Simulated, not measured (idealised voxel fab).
This section sets out a process module, namely voxel quadruple lines.
Square cells of 5 nm make up the cross-section cut, whose width is 265 nm.
Think of the cross-section as a grid of square cells. We describe it in bands, top to bottom, and each band covers one or more rows of those cells.
It is stipulated that each band's entry specify, in nanometres, the height of the top of the band and then that of its bottom, followed by the materials of the band in left-to-right sequence, each together with its width in nanometres. A single material marked by the word "all across" is understood to fill the band from edge to edge; the word "blank" is understood to denote empty space.
Convention: height 0 is the level below which the wafer, as received, is all one material. The lowest band does not terminate at the bottom but continues downward, represented as "0 -> down".
Per-row width for "30..40": begins at first number (top row of band), ends at second number (bottom row), increment between rows held constant.
"nothing got changed" (step): cross-section cells unchanged, all of them.
"Entrapped voids" means: voids of 8 cells or more that are shut off from the top with no open way through. Written width x height at distance, distance from the left edge, in nm.
Text after the settings on a step's line: the simulator's own remark on that step.
overlay nm: how far to the right of its planned place the mask lay on this masked step (negative: to the left).
Layout of what follows: cross-section pairs, each bracketing one process step, the after cross-section shown only to the lowest band that changed, the step between and its settings noted under each pair. Pairs may originate in different runs of this module on the same starting wafer; a pair continues from the pair above only where its entry headed "Status quo ante" says so.

### Status quo ante
- 45 -> 25 | blank=95, then SiN=5, then blank=15, then SiN=5, then blank=25, then SiN=5, then blank=15, then SiN=5, then blank=95
- 25 -> 10 | blank=95, then Ru=5, then blank=15, then Ru=5, then blank=25, then Ru=5, then blank=15, then Ru=5, then blank=95
- 10 -> 0 | SiO2 all across
- 0 -> down | Si all across
- Entrapped voids: none

### Cut View, Post-Step
- 25 -> 10 | blank=95, then Ru=5, then blank=15, then Ru=5, then blank=25, then Ru=5, then blank=15, then Ru=5, then blank=95
- Everything under 10 stays put, no change at all.
- Entrapped voids: none
In between the cross-sections above, the run called for STRIP: etch materials SiN

### Status quo ante
- 70 -> 45 | aC all across
- 45 -> 25 | polySi all across
- 25 -> 10 | Ru all across
- 10 -> 0 | SiO2 all across
- 0 -> down | Si all across
- Entrapped voids: none

### Cut View, Post-Step
- 105 -> 70 | blank=125, then resist=25, then blank=115
- Everything under 70 stays put, no change at all.
- Entrapped voids: none
In between the cross-sections above, the run called for PATTERN: tone cover, mask id MANDREL, material resist, width nm 25, thk nm 35, overlay nm 5

Status quo ante: this step begins from the cross-section that the pair just above shows after its step.

### Cut View, Post-Step
- 80 -> 70 | blank=125, then resist=25, then blank=115
- 70 -> 45 | blank=125, then aC=25, then blank=115
- Everything under 45 stays put, no change at all.
- Entrapped voids: none
In between the cross-sections above, the run called for DIRECTIONAL_ETCH: etch materials aC, depth nm 25

Status quo ante: this step begins from the cross-section that the pair just above shows after its step.

### Cut View, Post-Step
- 70 -> 45 | blank=125, then aC=25, then blank=115
- Everything under 45 stays put, no change at all.
- Entrapped voids: none
In between the cross-sections above, the run called for STRIP: etch materials resist

Status quo ante: this step begins from the cross-section that the pair just above shows after its step.

### Cut View, Post-Step
- 85 -> 70 | blank=110, then SiO2=55, then blank=100
- 70 -> 60 | blank=110, then SiO2=15, then aC=25, then SiO2=15, then blank=100
- 60 -> 45 | SiO2=125, then aC=25, then SiO2=115
- Everything under 45 stays put, no change at all.
- Entrapped voids: none
In between the cross-sections above, the run called for CONFORMAL_DEP: material SiO2, thk nm 15

Status quo ante: this step begins from the cross-section that the pair just above shows after its step.

### Cut View, Post-Step
- 70 -> 45 | blank=110, then SiO2=15, then aC=25, then SiO2=15, then blank=100
- Everything under 45 stays put, no change at all.
- Entrapped voids: none
In between the cross-sections above, the run called for DIRECTIONAL_ETCH: etch materials SiO2, depth nm 15

Status quo ante: this step begins from the cross-section that the pair just above shows after its step.

### Cut View, Post-Step
- 70 -> 45 | blank=110, then SiO2=15, then blank=25, then SiO2=15, then blank=100
- Everything under 45 stays put, no change at all.
- Entrapped voids: none
In between the cross-sections above, the run called for STRIP: etch materials aC

Status quo ante: this step begins from the cross-section that the pair just above shows after its step.

### Cut View, Post-Step
- 70 -> 45 | blank=110, then SiO2=15, then blank=25, then SiO2=15, then blank=100
- 45 -> 25 | blank=110, then polySi=15, then blank=25, then polySi=15, then blank=100
- Everything under 25 stays put, no change at all.
- Entrapped voids: none
In between the cross-sections above, the run called for DIRECTIONAL_ETCH: etch materials polySi, depth nm 20

Status quo ante: this step begins from the cross-section that the pair just above shows after its step.

### Cut View, Post-Step
- 45 -> 25 | blank=110, then polySi=15, then blank=25, then polySi=15, then blank=100
- Everything under 25 stays put, no change at all.
- Entrapped voids: none
In between the cross-sections above, the run called for STRIP: etch materials SiO2

Status quo ante: this step begins from the cross-section that the pair just above shows after its step.

### Cut View, Post-Step
- 50 -> 45 | blank=105, then SiN=25, then blank=15, then SiN=25, then blank=95
- 45 -> 30 | blank=105, then SiN=5, then polySi=15, then SiN=5, then blank=15, then SiN=5, then polySi=15, then SiN=5, then blank=95
- 30 -> 25 | SiN=110, then polySi=15, then SiN=25, then polySi=15, then SiN=100
- Everything under 25 stays put, no change at all.
- Entrapped voids: none
In between the cross-sections above, the run called for CONFORMAL_DEP: material SiN, thk nm 5

Status quo ante: this step begins from the cross-section that the pair just above shows after its step.

### Cut View, Post-Step
- 45 -> 25 | blank=105, then SiN=5, then polySi=15, then SiN=5, then blank=15, then SiN=5, then polySi=15, then SiN=5, then blank=95
- Everything under 25 stays put, no change at all.
- Entrapped voids: none
In between the cross-sections above, the run called for DIRECTIONAL_ETCH: etch materials SiN, depth nm 5

Status quo ante: this step begins from the cross-section that the pair just above shows after its step.

### Cut View, Post-Step
- 45 -> 25 | blank=105, then SiN=5, then blank=15, then SiN=5, then blank=15, then SiN=5, then blank=15, then SiN=5, then blank=95
- Everything under 25 stays put, no change at all.
- Entrapped voids: none
In between the cross-sections above, the run called for STRIP: etch materials polySi

Status quo ante: this step begins from the cross-section that the pair just above shows after its step.

### Cut View, Post-Step
- 45 -> 25 | blank=105, then SiN=5, then blank=15, then SiN=5, then blank=15, then SiN=5, then blank=15, then SiN=5, then blank=95
- 25 -> 10 | blank=105, then Ru=5, then blank=15, then Ru=5, then blank=15, then Ru=5, then blank=15, then Ru=5, then blank=95
- Everything under 10 stays put, no change at all.
- Entrapped voids: none
In between the cross-sections above, the run called for DIRECTIONAL_ETCH: etch materials Ru, depth nm 15

Status quo ante: this step begins from the cross-section that the pair just above shows after its step.

### Cut View, Post-Step
- 25 -> 10 | blank=105, then Ru=5, then blank=15, then Ru=5, then blank=15, then Ru=5, then blank=15, then Ru=5, then blank=95
- Everything under 10 stays put, no change at all.
- Entrapped voids: none
In between the cross-sections above, the run called for STRIP: etch materials SiN

### Status quo ante
- 0 -> down | Si all across
- Entrapped voids: none

### Cut View, Post-Step
- 10 -> 0 | aC all across
- Everything under 0 stays put, no change at all.
- Entrapped voids: none
In between the cross-sections above, the run called for CONFORMAL_DEP: material aC, thk nm 10

Status quo ante: this step begins from the cross-section that the pair just above shows after its step.

### Cut View, Post-Step
- 25 -> 10 | Ru all across
- Everything under 10 stays put, no change at all.
- Entrapped voids: none
In between the cross-sections above, the run called for DIRECTIONAL_DEP: material Ru, thk nm 15

Status quo ante: this step begins from the cross-section that the pair just above shows after its step.

### Cut View, Post-Step
- 45 -> 25 | polySi all across
- Everything under 25 stays put, no change at all.
- Entrapped voids: none
In between the cross-sections above, the run called for DIRECTIONAL_DEP: material polySi, thk nm 20

Status quo ante: this step begins from the cross-section that the pair just above shows after its step.

### Cut View, Post-Step
- 70 -> 45 | aC all across
- Everything under 45 stays put, no change at all.
- Entrapped voids: none
In between the cross-sections above, the run called for DIRECTIONAL_DEP: material aC, thk nm 25

Status quo ante: this step begins from the cross-section that the pair just above shows after its step.

### Cut View, Post-Step
- 105 -> 70 | blank=120, then resist=25, then blank=120
- Everything under 70 stays put, no change at all.
- Entrapped voids: none
In between the cross-sections above, the run called for PATTERN: tone cover, mask id MANDREL, material resist, width nm 25, thk nm 35, overlay nm 0

Status quo ante: this step begins from the cross-section that the pair just above shows after its step.

### Cut View, Post-Step
- 80 -> 70 | blank=120, then resist=25, then blank=120
- 70 -> 45 | blank=120, then aC=25, then blank=120
- Everything under 45 stays put, no change at all.
- Entrapped voids: none
In between the cross-sections above, the run called for DIRECTIONAL_ETCH: etch materials aC, depth nm 25

Status quo ante: this step begins from the cross-section that the pair just above shows after its step.

### Cut View, Post-Step
- 70 -> 45 | blank=120, then aC=25, then blank=120
- Everything under 45 stays put, no change at all.
- Entrapped voids: none
In between the cross-sections above, the run called for STRIP: etch materials resist

Status quo ante: this step begins from the cross-section that the pair just above shows after its step.

### Cut View, Post-Step
- 85 -> 70 | blank=105, then SiO2=55, then blank=105
- 70 -> 60 | blank=105, then SiO2=15, then aC=25, then SiO2=15, then blank=105
- 60 -> 45 | SiO2=120, then aC=25, then SiO2=120
- Everything under 45 stays put, no change at all.
- Entrapped voids: none
In between the cross-sections above, the run called for CONFORMAL_DEP: material SiO2, thk nm 15

Status quo ante: this step begins from the cross-section that the pair just above shows after its step.

### Cut View, Post-Step
- 70 -> 45 | blank=105, then SiO2=15, then aC=25, then SiO2=15, then blank=105
- Everything under 45 stays put, no change at all.
- Entrapped voids: none
In between the cross-sections above, the run called for DIRECTIONAL_ETCH: etch materials SiO2, depth nm 15

Status quo ante: this step begins from the cross-section that the pair just above shows after its step.

### Cut View, Post-Step
- 70 -> 45 | blank=105, then SiO2=15, then blank=25, then SiO2=15, then blank=105
- Everything under 45 stays put, no change at all.
- Entrapped voids: none
In between the cross-sections above, the run called for STRIP: etch materials aC

Status quo ante: this step begins from the cross-section that the pair just above shows after its step.

### Cut View, Post-Step
- 70 -> 45 | blank=105, then SiO2=15, then blank=25, then SiO2=15, then blank=105
- 45 -> 25 | blank=105, then polySi=15, then blank=25, then polySi=15, then blank=105
- Everything under 25 stays put, no change at all.
- Entrapped voids: none
In between the cross-sections above, the run called for DIRECTIONAL_ETCH: etch materials polySi, depth nm 20

Status quo ante: this step begins from the cross-section that the pair just above shows after its step.

### Cut View, Post-Step
- 45 -> 25 | blank=105, then polySi=15, then blank=25, then polySi=15, then blank=105
- Everything under 25 stays put, no change at all.
- Entrapped voids: none
In between the cross-sections above, the run called for STRIP: etch materials SiO2

Status quo ante: this step begins from the cross-section that the pair just above shows after its step.

### Cut View, Post-Step
- 50 -> 45 | blank=100, then SiN=25, then blank=15, then SiN=25, then blank=100
- 45 -> 30 | blank=100, then SiN=5, then polySi=15, then SiN=5, then blank=15, then SiN=5, then polySi=15, then SiN=5, then blank=100
- 30 -> 25 | SiN=105, then polySi=15, then SiN=25, then polySi=15, then SiN=105
- Everything under 25 stays put, no change at all.
- Entrapped voids: none
In between the cross-sections above, the run called for CONFORMAL_DEP: material SiN, thk nm 5

Status quo ante: this step begins from the cross-section that the pair just above shows after its step.

### Cut View, Post-Step
- 45 -> 25 | blank=100, then SiN=5, then polySi=15, then SiN=5, then blank=15, then SiN=5, then polySi=15, then SiN=5, then blank=100
- Everything under 25 stays put, no change at all.
- Entrapped voids: none
In between the cross-sections above, the run called for DIRECTIONAL_ETCH: etch materials SiN, depth nm 5

Status quo ante: this step begins from the cross-section that the pair just above shows after its step.

### Cut View, Post-Step
- 45 -> 25 | blank=100, then SiN=5, then blank=15, then SiN=5, then blank=15, then SiN=5, then blank=15, then SiN=5, then blank=100
- Everything under 25 stays put, no change at all.
- Entrapped voids: none
In between the cross-sections above, the run called for STRIP: etch materials polySi

Status quo ante: this step begins from the cross-section that the pair just above shows after its step.

### Cut View, Post-Step
- 45 -> 25 | blank=100, then SiN=5, then blank=15, then SiN=5, then blank=15, then SiN=5, then blank=15, then SiN=5, then blank=100
- 25 -> 10 | blank=100, then Ru=5, then blank=15, then Ru=5, then blank=15, then Ru=5, then blank=15, then Ru=5, then blank=100
- Everything under 10 stays put, no change at all.
- Entrapped voids: none
In between the cross-sections above, the run called for DIRECTIONAL_ETCH: etch materials Ru, depth nm 15

Status quo ante: this step begins from the cross-section that the pair just above shows after its step.

### Cut View, Post-Step
- 25 -> 10 | blank=100, then Ru=5, then blank=15, then Ru=5, then blank=15, then Ru=5, then blank=15, then Ru=5, then blank=100
- Everything under 10 stays put, no change at all.
- Entrapped voids: none
In between the cross-sections above, the run called for STRIP: etch materials SiN

### Status quo ante
- 70 -> 45 | aC all across
- 45 -> 25 | polySi all across
- 25 -> 10 | Ru all across
- 10 -> 0 | SiO2 all across
- 0 -> down | Si all across
- Entrapped voids: none

### Cut View, Post-Step
- 105 -> 70 | resist=120, then blank=25, then resist=120
- Everything under 70 stays put, no change at all.
- Entrapped voids: none
In between the cross-sections above, the run called for PATTERN: tone open, mask id MANDREL, material resist, width nm 25, thk nm 35, overlay nm 0

Status quo ante: this step begins from the cross-section that the pair just above shows after its step.

### Cut View, Post-Step
- 80 -> 70 | resist=120, then blank=25, then resist=120
- 70 -> 45 | aC=120, then blank=25, then aC=120
- Everything under 45 stays put, no change at all.
- Entrapped voids: none
In between the cross-sections above, the run called for DIRECTIONAL_ETCH: etch materials aC, depth nm 25

Status quo ante: this step begins from the cross-section that the pair just above shows after its step.

### Cut View, Post-Step
- 70 -> 45 | aC=120, then blank=25, then aC=120
- Everything under 45 stays put, no change at all.
- Entrapped voids: none
In between the cross-sections above, the run called for STRIP: etch materials resist

Status quo ante: this step begins from the cross-section that the pair just above shows after its step.

### Cut View, Post-Step
- 85 -> 70 | SiO2 all across
- 70 -> 45 | aC=120, then SiO2=25, then aC=120
- Everything under 45 stays put, no change at all.
- Entrapped voids: none
In between the cross-sections above, the run called for CONFORMAL_DEP: material SiO2, thk nm 15

Status quo ante: this step begins from the cross-section that the pair just above shows after its step.

### Cut View, Post-Step
- 70 -> 45 | aC=120, then SiO2=25, then aC=120
- Everything under 45 stays put, no change at all.
- Entrapped voids: none
In between the cross-sections above, the run called for DIRECTIONAL_ETCH: etch materials SiO2, depth nm 15

Status quo ante: this step begins from the cross-section that the pair just above shows after its step.

### Cut View, Post-Step
- 70 -> 45 | blank=120, then SiO2=25, then blank=120
- Everything under 45 stays put, no change at all.
- Entrapped voids: none
In between the cross-sections above, the run called for STRIP: etch materials aC

Status quo ante: this step begins from the cross-section that the pair just above shows after its step.

### Cut View, Post-Step
- 70 -> 45 | blank=120, then SiO2=25, then blank=120
- 45 -> 25 | blank=120, then polySi=25, then blank=120
- Everything under 25 stays put, no change at all.
- Entrapped voids: none
In between the cross-sections above, the run called for DIRECTIONAL_ETCH: etch materials polySi, depth nm 20

Status quo ante: this step begins from the cross-section that the pair just above shows after its step.

### Cut View, Post-Step
- 45 -> 25 | blank=120, then polySi=25, then blank=120
- Everything under 25 stays put, no change at all.
- Entrapped voids: none
In between the cross-sections above, the run called for STRIP: etch materials SiO2

Status quo ante: this step begins from the cross-section that the pair just above shows after its step.

### Cut View, Post-Step
- 50 -> 45 | blank=115, then SiN=35, then blank=115
- 45 -> 30 | blank=115, then SiN=5, then polySi=25, then SiN=5, then blank=115
- 30 -> 25 | SiN=120, then polySi=25, then SiN=120
- Everything under 25 stays put, no change at all.
- Entrapped voids: none
In between the cross-sections above, the run called for CONFORMAL_DEP: material SiN, thk nm 5

Status quo ante: this step begins from the cross-section that the pair just above shows after its step.

### Cut View, Post-Step
- 45 -> 25 | blank=115, then SiN=5, then polySi=25, then SiN=5, then blank=115
- Everything under 25 stays put, no change at all.
- Entrapped voids: none
In between the cross-sections above, the run called for DIRECTIONAL_ETCH: etch materials SiN, depth nm 5

Status quo ante: this step begins from the cross-section that the pair just above shows after its step.

### Cut View, Post-Step
- 45 -> 25 | blank=115, then SiN=5, then blank=25, then SiN=5, then blank=115
- Everything under 25 stays put, no change at all.
- Entrapped voids: none
In between the cross-sections above, the run called for STRIP: etch materials polySi

Status quo ante: this step begins from the cross-section that the pair just above shows after its step.

### Cut View, Post-Step
- 45 -> 25 | blank=115, then SiN=5, then blank=25, then SiN=5, then blank=115
- 25 -> 10 | blank=115, then Ru=5, then blank=25, then Ru=5, then blank=115
- Everything under 10 stays put, no change at all.
- Entrapped voids: none
In between the cross-sections above, the run called for DIRECTIONAL_ETCH: etch materials Ru, depth nm 15

Status quo ante: this step begins from the cross-section that the pair just above shows after its step.

### Cut View, Post-Step
- 25 -> 10 | blank=115, then Ru=5, then blank=25, then Ru=5, then blank=115
- Everything under 10 stays put, no change at all.
- Entrapped voids: none
In between the cross-sections above, the run called for STRIP: etch materials SiN
